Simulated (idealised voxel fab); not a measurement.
Process module, titled voxel trench capacitor
Displayed cross-section: cut, width of 280 nm, square cells sized 5 nm.
A cross-section is written here as square cells arranged in a grid, and it is given in bands from the top down, each band taking up one or more rows of cells.
It is stipulated that each band's entry specify, in nanometres, the height of the top of the band and then that of its bottom, followed by the materials of the band in left-to-right sequence, each together with its width in nanometres. A single material marked by the word "full width" is understood to fill the band from edge to edge; the word "air" is understood to denote empty space.
Heights are measured from 0, the level below which the as-received wafer is all one material; the lowest band has no bottom and continues downward, written as in "0 and below".
The width entry "30..40" should be interpreted row by row: the top row of cells in the band takes the first number, the bottom row takes the second number, and the change between adjacent rows is uniform throughout.
Key: "identical to before" - step with no changed cell in the cross-section.
The list in "Closed-off voids" covers empty spaces of 8 cells or more that cannot reach the top through any open way, and it gives each as width x height at distance; the distance is from the left edge, and width, height and distance are in nm.
Read whatever lies past the settings on a step's line as the simulator's own remark about the step.
overlay nm: mask offset rightward from planned place, masked step; negative means leftward offset.

Process steps (planned)
1. RECEIVE: material Si
2. CONFORMAL_DEP: material SiN, thk nm 10
3. MASKED_ETCH: tone open, mask id TRENCH, width nm 20, pitch nm 40, etch materials SiN, depth nm 10, overlay nm -15
4. MASKED_ETCH: tone open, mask id TRENCH, width nm 20, pitch nm 40, etch materials Si, depth nm 40, overlay nm 0
5. CONFORMAL_DEP: material SiO2, thk nm 5
6. FILL_DEP: material polySi, thk nm 10
7. CMP: height nm 10
It is noted that the wafers described herein are identical at the outset and are distinguished by the overlay nm of step 3; the value stated in the plan corresponds to the first wafer.

Cross-section, first of several wafers, as delivered after step 1
0 and below  Si full width
Closed-off voids: none

Heads up, this table goes wafer by wafer. A row tells you, at the end of the module, how many cells of each material that wafer has put on (+) or dropped (-) since it was received, and then its closed voids
overlay nm -15; -24 Si; +88 SiN; +42 SiO2; +6 polySi; Closed-off voids: none
overlay nm -10; -48 Si; +88 SiN; +66 SiO2; +6 polySi; Closed-off voids: none
overlay nm -5; -72 Si; +88 SiN; +66 SiO2; +30 polySi; Closed-off voids: none
overlay nm 0; -96 Si; +88 SiN; +66 SiO2; +54 polySi; Closed-off voids: none
overlay nm 5; -72 Si; +88 SiN; +66 SiO2; +30 polySi; Closed-off voids: none
overlay nm 10; -48 Si; +88 SiN; +66 SiO2; +6 polySi; Closed-off voids: none
overlay nm 15; -24 Si; +88 SiN; +42 SiO2; +6 polySi; Closed-off voids: none
